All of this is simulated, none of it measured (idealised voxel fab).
Process module in this document: voxel transistor to metal
Section cut is 140 nm wide and gridded with 5 nm square cells.
A cross-section in this document is a grid of square cells, and it is written down as bands, the top band listed before the ones below it; a band is made up of one or more rows of cells. For a band, the entry starts with two heights in nm, that of the top and then that of the bottom, and carries on with the band's materials in order from left to right, each alongside its width in nm; the word "full width" beside a single material means it fills the band edge to edge, and "air" means empty space. Counting heights begins at 0, where everything beneath is, in the wafer as received, one material. The lowest band has no bottom; it goes on downwards, as "from 0 down" shows. When a width is written as two numbers, as in "30 to 40", the first number is the width in the top row of cells of the band and the second is the width in its bottom row, and the width changes by the same amount from each row to the next. "changes: none" for a step: no cell of the cross-section changed in that step. "Internal closed voids" lists enclosed empty spaces (at least 8 cells, no open path upward to the top), each as width x height at distance from the left edge, in nm. Formally, on a step line, whatever follows the settings is a remark that the simulator itself makes on the step. overlay nm: on a step with a mask, how far right of its planned place the mask lay; negative means left.

-- Process steps foreseen in the plan
- 1: RECEIVE [material Si]
- 2: CONFORMAL_DEP [material SiO2] [thk nm 5]
- 3: CONFORMAL_DEP [material SiN] [thk nm 15]
- 4: PATTERN [tone cover] [mask id ACTIVE] [material resist] [width nm 105] [thk nm 20] [overlay nm 0]
- 5: DIRECTIONAL_ETCH [etch materials SiN] [depth nm 15]
- 6: DIRECTIONAL_ETCH [etch materials SiO2] [depth nm 5]
- 7: DIRECTIONAL_ETCH [etch materials Si] [depth nm 30]
- 8: STRIP [etch materials resist]
- 9: FILL_DEP [material SiO2] [thk nm 5]
- 10: CMP [height nm 20]
- 11: SELECTIVE_ETCH [etch materials SiO2] [depth nm 5]
- 12: STRIP [etch materials SiN]
- 13: SELECTIVE_ETCH [etch materials SiO2] [depth nm 5]
- 14: OXIDIZE [depth nm 5]
- 15: DIRECTIONAL_DEP [material polySi] [thk nm 25]
- 16: DIRECTIONAL_DEP [material SiCN] [thk nm 10]
- 17: DIRECTIONAL_DEP [material aC] [thk nm 15]
- 18: PATTERN [tone cover] [mask id GATE] [material resist] [width nm 15] [thk nm 30] [overlay nm 0]
- 19: DIRECTIONAL_ETCH [etch materials aC] [depth nm 15]
- 20: STRIP [etch materials resist]
- 21: DIRECTIONAL_ETCH [etch materials SiCN] [depth nm 20]
- 22: DIRECTIONAL_ETCH [etch materials polySi] [depth nm 35]
- 23: STRIP [etch materials aC]
- 24: CONFORMAL_DEP [material SiN] [thk nm 10]
- 25: DIRECTIONAL_ETCH [etch materials SiN] [depth nm 10]
- 26: DIRECTIONAL_ETCH [etch materials SiO2] [depth nm 5]
- 27: EPI [material pSi] [thk nm 5]
- 28: FILL_DEP [material SiO2] [thk nm 5]
- 29: CMP [height nm 35]
- 30: DIRECTIONAL_DEP [material SiO2] [thk nm 10]
- 31: DIRECTIONAL_DEP [material aC] [thk nm 15]
- 32: PATTERN [tone open] [mask id CONTACT] [material resist] [width nm 20] [pitch nm 65] [thk nm 30] [overlay nm 0]
- 33: DIRECTIONAL_ETCH [etch materials aC] [depth nm 15]
- 34: STRIP [etch materials resist]
- 35: DIRECTIONAL_ETCH [etch materials SiO2] [depth nm 45]
- 36: STRIP [etch materials aC]
- 37: CONFORMAL_DEP [material TiN] [thk nm 5]
- 38: FILL_DEP [material W] [thk nm 5]
- 39: CMP [height nm 45]
- 40: DIRECTIONAL_DEP [material TiN] [thk nm 5]
- 41: DIRECTIONAL_DEP [material W] [thk nm 20]
- 42: MASKED_ETCH [tone cover] [mask id METAL_1] [width nm 20] [pitch nm 65] [etch materials W] [depth nm 20] [overlay nm 0]
- 43: MASKED_ETCH [tone cover] [mask id METAL_1] [width nm 20] [pitch nm 65] [etch materials TiN] [depth nm 5] [overlay nm 0]
- 44: CONFORMAL_DEP [material SiCN] [thk nm 5]
- 45: FILL_DEP [material SiO2] [thk nm 10]
- 46: CMP [height nm 70]
- 47: CONFORMAL_DEP [material SiCN] [thk nm 5]

-- The first wafer of two, processed as planned

-- Received-state cross-section, reflecting completion of step 1
from 0 down = Si full width
Internal closed voids: none

-- Take a look at the wafer's cross-section after step 2
from 5 to 0 = SiO2 full width
Everything under 0 stays put, no change at all.

-- Take a look at the wafer's cross-section after step 3
from 20 to 5 = SiN full width
Everything under 5 stays put, no change at all.

-- Take a look at the wafer's cross-section after step 4
from 40 to 20 = air 15 nm; resist 105 nm; air 20 nm
Everything under 20 stays put, no change at all.

-- Take a look at the wafer's cross-section after step 5
from 40 to 20 = air 15 nm; resist 105 nm; air 20 nm
from 20 to 5 = air 15 nm; SiN 105 nm; air 20 nm
Everything under 5 stays put, no change at all.

-- Take a look at the wafer's cross-section after step 6
from 40 to 20 = air 15 nm; resist 105 nm; air 20 nm
from 20 to 5 = air 15 nm; SiN 105 nm; air 20 nm
from 5 to 0 = air 15 nm; SiO2 105 nm; air 20 nm
Everything under 0 stays put, no change at all.

-- Take a look at the wafer's cross-section after step 7
from 40 to 20 = air 15 nm; resist 105 nm; air 20 nm
from 20 to 5 = air 15 nm; SiN 105 nm; air 20 nm
from 5 to 0 = air 15 nm; SiO2 105 nm; air 20 nm
from 0 to -30 = air 15 nm; Si 105 nm; air 20 nm
Everything under -30 stays put, no change at all.

-- Take a look at the wafer's cross-section after step 8
from 20 to 5 = air 15 nm; SiN 105 nm; air 20 nm
Everything under 5 stays put, no change at all.

-- Take a look at the wafer's cross-section after step 9
from 25 to 20 = SiO2 full width
from 20 to 5 = SiO2 15 nm; SiN 105 nm; SiO2 20 nm
from 5 to 0 = SiO2 full width
from 0 to -30 = SiO2 15 nm; Si 105 nm; SiO2 20 nm
Everything under -30 stays put, no change at all.

-- Take a look at the wafer's cross-section after step 10
from 20 to 5 = SiO2 15 nm; SiN 105 nm; SiO2 20 nm
Everything under 5 stays put, no change at all.

-- Take a look at the wafer's cross-section after step 11
from 20 to 15 = air 15 nm; SiN 105 nm; air 20 nm
Everything under 15 stays put, no change at all.

-- Take a look at the wafer's cross-section after step 12
from 15 to 5 = SiO2 15 nm; air 105 nm; SiO2 20 nm
Everything under 5 stays put, no change at all.

-- Take a look at the wafer's cross-section after step 13
from 10 to 0 = SiO2 10 nm; air 115 nm; SiO2 15 nm
Everything under 0 stays put, no change at all.

-- Take a look at the wafer's cross-section after step 14
from 10 to 0 = SiO2 10 nm; air 115 nm; SiO2 15 nm
from 0 to -5 = SiO2 full width
Everything under -5 stays put, no change at all.

-- Take a look at the wafer's cross-section after step 15
from 35 to 25 = polySi 10 nm; air 115 nm; polySi 15 nm
from 25 to 10 = polySi full width
from 10 to 0 = SiO2 10 nm; polySi 115 nm; SiO2 15 nm
Everything under 0 stays put, no change at all.

-- Take a look at the wafer's cross-section after step 16
from 45 to 35 = SiCN 10 nm; air 115 nm; SiCN 15 nm
from 35 to 25 = polySi 10 nm; SiCN 115 nm; polySi 15 nm
Everything under 25 stays put, no change at all.

-- Take a look at the wafer's cross-section after step 17
from 60 to 50 = aC 10 nm; air 115 nm; aC 15 nm
from 50 to 45 = aC full width
from 45 to 35 = SiCN 10 nm; aC 115 nm; SiCN 15 nm
Everything under 35 stays put, no change at all.

-- Take a look at the wafer's cross-section after step 18
from 90 to 60 = air 60 nm; resist 15 nm; air 65 nm
from 60 to 50 = aC 10 nm; air 50 nm; resist 15 nm; air 50 nm; aC 15 nm
Everything under 50 stays put, no change at all.

-- Take a look at the wafer's cross-section after step 19
from 75 to 50 = air 60 nm; resist 15 nm; air 65 nm
from 50 to 45 = air 60 nm; aC 15 nm; air 65 nm
from 45 to 35 = SiCN 10 nm; air 50 nm; aC 15 nm; air 50 nm; SiCN 15 nm
Everything under 35 stays put, no change at all.

-- Take a look at the wafer's cross-section after step 20
from 50 to 45 = air 60 nm; aC 15 nm; air 65 nm
Everything under 45 stays put, no change at all.

-- Take a look at the wafer's cross-section after step 21
from 50 to 35 = air 60 nm; aC 15 nm; air 65 nm
from 35 to 25 = polySi 10 nm; air 50 nm; SiCN 15 nm; air 50 nm; polySi 15 nm
Everything under 25 stays put, no change at all.

-- Take a look at the wafer's cross-section after step 22
from 50 to 35 = air 60 nm; aC 15 nm; air 65 nm
from 35 to 25 = air 60 nm; SiCN 15 nm; air 65 nm
from 25 to 10 = air 60 nm; polySi 15 nm; air 65 nm
from 10 to 0 = SiO2 10 nm; air 50 nm; polySi 15 nm; air 50 nm; SiO2 15 nm
Everything under 0 stays put, no change at all.

-- Take a look at the wafer's cross-section after step 23
from 35 to 25 = air 60 nm; SiCN 15 nm; air 65 nm
Everything under 25 stays put, no change at all.

-- Take a look at the wafer's cross-section after step 24
from 45 to 35 = air 50 nm; SiN 35 nm; air 55 nm
from 35 to 25 = air 50 nm; SiN 10 nm; SiCN 15 nm; SiN 10 nm; air 55 nm
from 25 to 20 = air 50 nm; SiN 10 nm; polySi 15 nm; SiN 10 nm; air 55 nm
from 20 to 10 = SiN 20 nm; air 30 nm; SiN 10 nm; polySi 15 nm; SiN 10 nm; air 30 nm; SiN 25 nm
from 10 to 0 = SiO2 10 nm; SiN 50 nm; polySi 15 nm; SiN 50 nm; SiO2 15 nm
Everything under 0 stays put, no change at all.

-- Take a look at the wafer's cross-section after step 25
from 35 to 25 = air 50 nm; SiN 10 nm; SiCN 15 nm; SiN 10 nm; air 55 nm
from 25 to 10 = air 50 nm; SiN 10 nm; polySi 15 nm; SiN 10 nm; air 55 nm
from 10 to 0 = SiO2 10 nm; SiN 10 nm; air 30 nm; SiN 10 nm; polySi 15 nm; SiN 10 nm; air 30 nm; SiN 10 nm; SiO2 15 nm
Everything under 0 stays put, no change at all.

-- Take a look at the wafer's cross-section after step 26
from 35 to 25 = air 50 nm; SiN 10 nm; SiCN 15 nm; SiN 10 nm; air 55 nm
from 25 to 10 = air 50 nm; SiN 10 nm; polySi 15 nm; SiN 10 nm; air 55 nm
from 10 to 5 = air 10 nm; SiN 10 nm; air 30 nm; SiN 10 nm; polySi 15 nm; SiN 10 nm; air 30 nm; SiN 10 nm; air 15 nm
from 5 to 0 = SiO2 10 nm; SiN 10 nm; air 30 nm; SiN 10 nm; polySi 15 nm; SiN 10 nm; air 30 nm; SiN 10 nm; SiO2 15 nm
from 0 to -5 = SiO2 20 nm; air 30 nm; SiO2 35 nm; air 30 nm; SiO2 25 nm
Everything under -5 stays put, no change at all.

-- Take a look at the wafer's cross-section after step 27
from 35 to 25 = air 50 nm; SiN 10 nm; SiCN 15 nm; SiN 10 nm; air 55 nm
from 25 to 10 = air 50 nm; SiN 10 nm; polySi 15 nm; SiN 10 nm; air 55 nm
from 10 to 5 = air 10 nm; SiN 10 nm; air 30 nm; SiN 10 nm; polySi 15 nm; SiN 10 nm; air 30 nm; SiN 10 nm; air 15 nm
from 5 to 0 = SiO2 10 nm; SiN 10 nm; air 30 nm; SiN 10 nm; polySi 15 nm; SiN 10 nm; air 30 nm; SiN 10 nm; SiO2 15 nm
from 0 to -5 = SiO2 20 nm; pSi 30 nm; SiO2 35 nm; pSi 30 nm; SiO2 25 nm
Everything under -5 stays put, no change at all.

-- Take a look at the wafer's cross-section after step 28
from 40 to 35 = SiO2 full width
from 35 to 25 = SiO2 50 nm; SiN 10 nm; SiCN 15 nm; SiN 10 nm; SiO2 55 nm
from 25 to 10 = SiO2 50 nm; SiN 10 nm; polySi 15 nm; SiN 10 nm; SiO2 55 nm
from 10 to 0 = SiO2 10 nm; SiN 10 nm; SiO2 30 nm; SiN 10 nm; polySi 15 nm; SiN 10 nm; SiO2 30 nm; SiN 10 nm; SiO2 15 nm
Everything under 0 stays put, no change at all.

-- Take a look at the wafer's cross-section after step 29
from 35 to 25 = SiO2 50 nm; SiN 10 nm; SiCN 15 nm; SiN 10 nm; SiO2 55 nm
Everything under 25 stays put, no change at all.

-- Take a look at the wafer's cross-section after step 30
from 45 to 35 = SiO2 full width
Everything under 35 stays put, no change at all.

-- Take a look at the wafer's cross-section after step 31
from 60 to 45 = aC full width
Everything under 45 stays put, no change at all.

-- Take a look at the wafer's cross-section after step 32
from 90 to 60 = resist 25 nm; air 20 nm; resist 45 nm; air 20 nm; resist 30 nm
Everything under 60 stays put, no change at all.

-- Take a look at the wafer's cross-section after step 33
from 75 to 60 = resist 25 nm; air 20 nm; resist 45 nm; air 20 nm; resist 30 nm
from 60 to 45 = aC 25 nm; air 20 nm; aC 45 nm; air 20 nm; aC 30 nm
Everything under 45 stays put, no change at all.

-- Take a look at the wafer's cross-section after step 34
from 60 to 45 = aC 25 nm; air 20 nm; aC 45 nm; air 20 nm; aC 30 nm
Everything under 45 stays put, no change at all.

-- Take a look at the wafer's cross-section after step 35
from 60 to 45 = aC 25 nm; air 20 nm; aC 45 nm; air 20 nm; aC 30 nm
from 45 to 35 = SiO2 25 nm; air 20 nm; SiO2 45 nm; air 20 nm; SiO2 30 nm
from 35 to 25 = SiO2 25 nm; air 20 nm; SiO2 5 nm; SiN 10 nm; SiCN 15 nm; SiN 10 nm; SiO2 5 nm; air 20 nm; SiO2 30 nm
from 25 to 10 = SiO2 25 nm; air 20 nm; SiO2 5 nm; SiN 10 nm; polySi 15 nm; SiN 10 nm; SiO2 5 nm; air 20 nm; SiO2 30 nm
from 10 to 0 = SiO2 10 nm; SiN 10 nm; SiO2 5 nm; air 20 nm; SiO2 5 nm; SiN 10 nm; polySi 15 nm; SiN 10 nm; SiO2 5 nm; air 20 nm; SiO2 5 nm; SiN 10 nm; SiO2 15 nm
Everything under 0 stays put, no change at all.

-- Take a look at the wafer's cross-section after step 36
from 45 to 35 = SiO2 25 nm; air 20 nm; SiO2 45 nm; air 20 nm; SiO2 30 nm
Everything under 35 stays put, no change at all.

-- Take a look at the wafer's cross-section after step 37
from 50 to 45 = TiN 30 nm; air 10 nm; TiN 55 nm; air 10 nm; TiN 35 nm
from 45 to 35 = SiO2 25 nm; TiN 5 nm; air 10 nm; TiN 5 nm; SiO2 45 nm; TiN 5 nm; air 10 nm; TiN 5 nm; SiO2 30 nm
from 35 to 25 = SiO2 25 nm; TiN 5 nm; air 10 nm; TiN 5 nm; SiO2 5 nm; SiN 10 nm; SiCN 15 nm; SiN 10 nm; SiO2 5 nm; TiN 5 nm; air 10 nm; TiN 5 nm; SiO2 30 nm
from 25 to 10 = SiO2 25 nm; TiN 5 nm; air 10 nm; TiN 5 nm; SiO2 5 nm; SiN 10 nm; polySi 15 nm; SiN 10 nm; SiO2 5 nm; TiN 5 nm; air 10 nm; TiN 5 nm; SiO2 30 nm
from 10 to 5 = SiO2 10 nm; SiN 10 nm; SiO2 5 nm; TiN 5 nm; air 10 nm; TiN 5 nm; SiO2 5 nm; SiN 10 nm; polySi 15 nm; SiN 10 nm; SiO2 5 nm; TiN 5 nm; air 10 nm; TiN 5 nm; SiO2 5 nm; SiN 10 nm; SiO2 15 nm
from 5 to 0 = SiO2 10 nm; SiN 10 nm; SiO2 5 nm; TiN 20 nm; SiO2 5 nm; SiN 10 nm; polySi 15 nm; SiN 10 nm; SiO2 5 nm; TiN 20 nm; SiO2 5 nm; SiN 10 nm; SiO2 15 nm
Everything under 0 stays put, no change at all.

-- Take a look at the wafer's cross-section after step 38
from 55 to 50 = W full width
from 50 to 45 = TiN 30 nm; W 10 nm; TiN 55 nm; W 10 nm; TiN 35 nm
from 45 to 35 = SiO2 25 nm; TiN 5 nm; W 10 nm; TiN 5 nm; SiO2 45 nm; TiN 5 nm; W 10 nm; TiN 5 nm; SiO2 30 nm
from 35 to 25 = SiO2 25 nm; TiN 5 nm; W 10 nm; TiN 5 nm; SiO2 5 nm; SiN 10 nm; SiCN 15 nm; SiN 10 nm; SiO2 5 nm; TiN 5 nm; W 10 nm; TiN 5 nm; SiO2 30 nm
from 25 to 10 = SiO2 25 nm; TiN 5 nm; W 10 nm; TiN 5 nm; SiO2 5 nm; SiN 10 nm; polySi 15 nm; SiN 10 nm; SiO2 5 nm; TiN 5 nm; W 10 nm; TiN 5 nm; SiO2 30 nm
from 10 to 5 = SiO2 10 nm; SiN 10 nm; SiO2 5 nm; TiN 5 nm; W 10 nm; TiN 5 nm; SiO2 5 nm; SiN 10 nm; polySi 15 nm; SiN 10 nm; SiO2 5 nm; TiN 5 nm; W 10 nm; TiN 5 nm; SiO2 5 nm; SiN 10 nm; SiO2 15 nm
Everything under 5 stays put, no change at all.

-- Take a look at the wafer's cross-section after step 39
from 45 to 35 = SiO2 25 nm; TiN 5 nm; W 10 nm; TiN 5 nm; SiO2 45 nm; TiN 5 nm; W 10 nm; TiN 5 nm; SiO2 30 nm
Everything under 35 stays put, no change at all.

-- Take a look at the wafer's cross-section after step 40
from 50 to 45 = TiN full width
Everything under 45 stays put, no change at all.

-- Take a look at the wafer's cross-section after step 41
from 70 to 50 = W full width
Everything under 50 stays put, no change at all.

-- Take a look at the wafer's cross-section after step 42
from 70 to 50 = air 25 nm; W 20 nm; air 45 nm; W 20 nm; air 30 nm
Everything under 50 stays put, no change at all.

-- Take a look at the wafer's cross-section after step 43
from 70 to 50 = air 25 nm; W 20 nm; air 45 nm; W 20 nm; air 30 nm
from 50 to 45 = air 25 nm; TiN 20 nm; air 45 nm; TiN 20 nm; air 30 nm
Everything under 45 stays put, no change at all.

-- Take a look at the wafer's cross-section after step 44
from 75 to 70 = air 20 nm; SiCN 30 nm; air 35 nm; SiCN 30 nm; air 25 nm
from 70 to 50 = air 20 nm; SiCN 5 nm; W 20 nm; SiCN 5 nm; air 35 nm; SiCN 5 nm; W 20 nm; SiCN 5 nm; air 25 nm
from 50 to 45 = SiCN 25 nm; TiN 20 nm; SiCN 45 nm; TiN 20 nm; SiCN 30 nm
Everything under 45 stays put, no change at all.

-- Take a look at the wafer's cross-section after step 45
from 85 to 75 = SiO2 full width
from 75 to 70 = SiO2 20 nm; SiCN 30 nm; SiO2 35 nm; SiCN 30 nm; SiO2 25 nm
from 70 to 50 = SiO2 20 nm; SiCN 5 nm; W 20 nm; SiCN 5 nm; SiO2 35 nm; SiCN 5 nm; W 20 nm; SiCN 5 nm; SiO2 25 nm
Everything under 50 stays put, no change at all.

-- Take a look at the wafer's cross-section after step 46
from 70 to 50 = SiO2 20 nm; SiCN 5 nm; W 20 nm; SiCN 5 nm; SiO2 35 nm; SiCN 5 nm; W 20 nm; SiCN 5 nm; SiO2 25 nm
Everything under 50 stays put, no change at all.

-- Take a look at the wafer's cross-section after step 47
from 75 to 70 = SiCN full width
Everything under 70 stays put, no change at all.

-- Now the other wafer: same start, same recipe, but we messed up one thing when running it. Up to and including step 39 it's the same as the first one

-- Second wafer, sectioned view, at step 40's planned end time
from 65 to 45 = W full width
Everything under 45 stays put, no change at all.

-- Second wafer, sectioned view, at step 41's planned end time
from 70 to 65 = TiN full width
Everything under 65 stays put, no change at all.

Second wafer, sectioned view, at step 42's planned end time: changes: none

-- Second wafer, sectioned view, at step 43's planned end time
from 70 to 65 = air 25 nm; TiN 20 nm; air 45 nm; TiN 20 nm; air 30 nm
Everything under 65 stays put, no change at all.

-- Second wafer, sectioned view, at step 44's planned end time
from 75 to 70 = air 20 nm; SiCN 30 nm; air 35 nm; SiCN 30 nm; air 25 nm
from 70 to 65 = SiCN 25 nm; TiN 20 nm; SiCN 45 nm; TiN 20 nm; SiCN 30 nm
Everything under 65 stays put, no change at all.

-- Second wafer, sectioned view, at step 45's planned end time
from 85 to 75 = SiO2 full width
from 75 to 70 = SiO2 20 nm; SiCN 30 nm; SiO2 35 nm; SiCN 30 nm; SiO2 25 nm
Everything under 70 stays put, no change at all.

-- Second wafer, sectioned view, at step 46's planned end time
from 70 to 65 = SiCN 25 nm; TiN 20 nm; SiCN 45 nm; TiN 20 nm; SiCN 30 nm
Everything under 65 stays put, no change at all.

-- Second wafer, sectioned view, at step 47's planned end time
from 75 to 70 = SiCN full width
Everything under 70 stays put, no change at all.
In executing the process, a mistake was made relative to the plan: order of steps 40 and 41 inverted relative to the plan
Cell-count delta at end, second wafer over first, by material: -16 SiCN | -64 SiO2 | +80 W
